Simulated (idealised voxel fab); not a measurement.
process module | voxel wiring stack
cross-section cut | 195 nm wide | cells 5 nm
A cross-section is a grid of square cells, given in bands from the top down. A band is one or more rows of cells.
Each band's line starts with the height of the band's top and of its bottom, in nm. Then come its materials from left to right, each with its width in nm. One material with "throughout" fills the band from edge to edge. "air" is empty space.
Height 0 is the level under which the wafer as received is all one material. The lowest band goes on downwards, as in "0 down".
A width such as "30 to 40" changes by the same amount from each row of cells to the next, from the band's top row to its bottom row.
"no change" after a step means that no cell of the cross-section changed.
closed voids: empty space of 8 cells or more with no open way to the top, each as width x height at its distance from the left edge, in nm
after a step's settings: what the simulator itself notes on the step
overlay nm, on a step with a mask: how far to the right of its planned place the mask lay; to the left if negative
plan
1 op RECEIVE | material Si
2 op CONFORMAL_DEP | material SiO2 | thk nm 10
3 op CONFORMAL_DEP | material SiCN | thk nm 5
4 op DIRECTIONAL_DEP | material SiO2 | thk nm 15
5 op PATTERN | tone open | mask id METAL_1 | material resist | width nm 25 | pitch nm 55 | thk nm 15 | overlay nm 0
6 op DIRECTIONAL_ETCH | etch materials SiO2 | depth nm 15
7 op DIRECTIONAL_ETCH | etch materials SiCN | depth nm 5
8 op STRIP | etch materials resist
9 op CONFORMAL_DEP | material TiN | thk nm 5
10 op FILL_DEP | material W | thk nm 5
11 op CMP | height nm 30
12 op CONFORMAL_DEP | material SiCN | thk nm 5
13 op DIRECTIONAL_DEP | material lowk | thk nm 15
14 op PATTERN | tone open | mask id PLUG_1 | material resist | width nm 15 | pitch nm 55 | thk nm 15 | overlay nm 0
15 op DIRECTIONAL_ETCH | etch materials lowk | depth nm 15
16 op DIRECTIONAL_ETCH | etch materials SiCN | depth nm 5
17 op STRIP | etch materials resist
18 op CONFORMAL_DEP | material TiN | thk nm 5
19 op FILL_DEP | material Ru | thk nm 10
20 op CMP | height nm 50
21 op DIRECTIONAL_DEP | material TiN | thk nm 5
22 op DIRECTIONAL_DEP | material W | thk nm 15
23 op DIRECTIONAL_DEP | material aC | thk nm 10
24 op PATTERN | tone cover | mask id METAL_2 | material resist | width nm 25 | pitch nm 55 | thk nm 25 | overlay nm -15
25 op DIRECTIONAL_ETCH | etch materials aC | depth nm 10
26 op STRIP | etch materials resist
27 op DIRECTIONAL_ETCH | etch materials W | depth nm 15
28 op DIRECTIONAL_ETCH | etch materials TiN | depth nm 5
29 op STRIP | etch materials aC
30 op CONFORMAL_DEP | material SiN | thk nm 5
31 op FILL_DEP | material SiO2 | thk nm 5
32 op CMP | height nm 70
33 op CONFORMAL_DEP | material SiCN | thk nm 5
34 op DIRECTIONAL_DEP | material lowk | thk nm 25
35 op MASKED_ETCH | tone open | mask id METAL_3_HOLES | width nm 15 | etch materials lowk | depth nm 25 | overlay nm 0
36 op PATTERN | tone open | mask id METAL_3 | material resist | width nm 25 | pitch nm 55 | thk nm 20 | overlay nm 0
37 op DIRECTIONAL_ETCH | etch materials lowk | depth nm 15
38 op DIRECTIONAL_ETCH | etch materials SiCN | depth nm 5
39 op STRIP | etch materials resist
40 op CONFORMAL_DEP | material TiN | thk nm 5
41 op FILL_DEP | material Cu | thk nm 10
42 op CMP | height nm 100
43 op CONFORMAL_DEP | material SiCN | thk nm 5
varied across the wafers: overlay nm of step 24. The plan shows the first wafer's value. All wafers start alike
first wafer as received, after step 1
  0 down: Si throughout
  closed voids: none
each wafer at the end: cells of each material gained (+) or lost (-) since it was received, then its closed voids
overlay nm -15 | +15 Cu | +6 Ru | +137 SiCN | +41 SiN | +240 SiO2 | +74 TiN | +48 W | +258 lowk | closed voids: none
overlay nm -10 | +15 Cu | +6 Ru | +137 SiCN | +41 SiN | +240 SiO2 | +74 TiN | +48 W | +258 lowk | closed voids: none
overlay nm -5 | +15 Cu | +6 Ru | +137 SiCN | +41 SiN | +240 SiO2 | +74 TiN | +48 W | +258 lowk | closed voids: none
overlay nm 0 | +15 Cu | +6 Ru | +137 SiCN | +41 SiN | +240 SiO2 | +74 TiN | +48 W | +258 lowk | closed voids: none
overlay nm 5 | +15 Cu | +6 Ru | +137 SiCN | +41 SiN | +240 SiO2 | +74 TiN | +48 W | +258 lowk | closed voids: none
overlay nm 10 | +15 Cu | +6 Ru | +137 SiCN | +41 SiN | +240 SiO2 | +74 TiN | +48 W | +258 lowk | closed voids: none
overlay nm 15 | +15 Cu | +6 Ru | +137 SiCN | +41 SiN | +240 SiO2 | +74 TiN | +48 W | +258 lowk | closed voids: none
